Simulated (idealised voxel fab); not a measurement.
process module | voxel lift off
cross-section cut | 205 nm wide | cells 5 nm
A cross-section is a grid of square cells, given in bands from the top down. A band is one or more rows of cells.
Each band's line starts with the height of the band's top and of its bottom, in nm. Then come its materials from left to right, each with its width in nm. One material with "throughout" fills the band from edge to edge. "air" is empty space.
Height 0 is the level under which the wafer as received is all one material. The lowest band goes on downwards, as in "0 down".
A width such as "30 to 40" changes by the same amount from each row of cells to the next, from the band's top row to its bottom row.
"no change" after a step means that no cell of the cross-section changed.
closed voids: empty space of 8 cells or more with no open way to the top, each as width x height at its distance from the left edge, in nm
after a step's settings: what the simulator itself notes on the step
overlay nm, on a step with a mask: how far to the right of its planned place the mask lay; to the left if negative
plan
1 op RECEIVE | material Si
2 op CONFORMAL_DEP | material SiN | thk nm 15
3 op PATTERN | tone open | mask id LINES | material resist | width nm 15 | pitch nm 40 | thk nm 25 | overlay nm 0
4 op DIRECTIONAL_DEP | material Ru | thk nm 15
5 op STRIP | etch materials resist
6 op CONFORMAL_DEP | material SiN | thk nm 10
as received, after step 1
  0 down: Si throughout
  closed voids: none
a wafer at the end: this start, this plan, one mistake
  40 to 30: air 45 | SiN 120 | air 40
  30 to 25: air 45 | SiN 10 | Ru 20 | SiN 20 | Ru 20 | SiN 20 | Ru 20 | SiN 10 | air 40
  25 to 15: SiN 55 | Ru 20 | SiN 20 | Ru 20 | SiN 20 | Ru 20 | SiN 50
  15 to 0: SiN throughout
  0 down: Si throughout
  closed voids: none
what went wrong: step 3 ran as: op PATTERN | tone open | mask id LINES | material resist | width nm 20 | pitch nm 40 | thk nm 25 | overlay nm 0
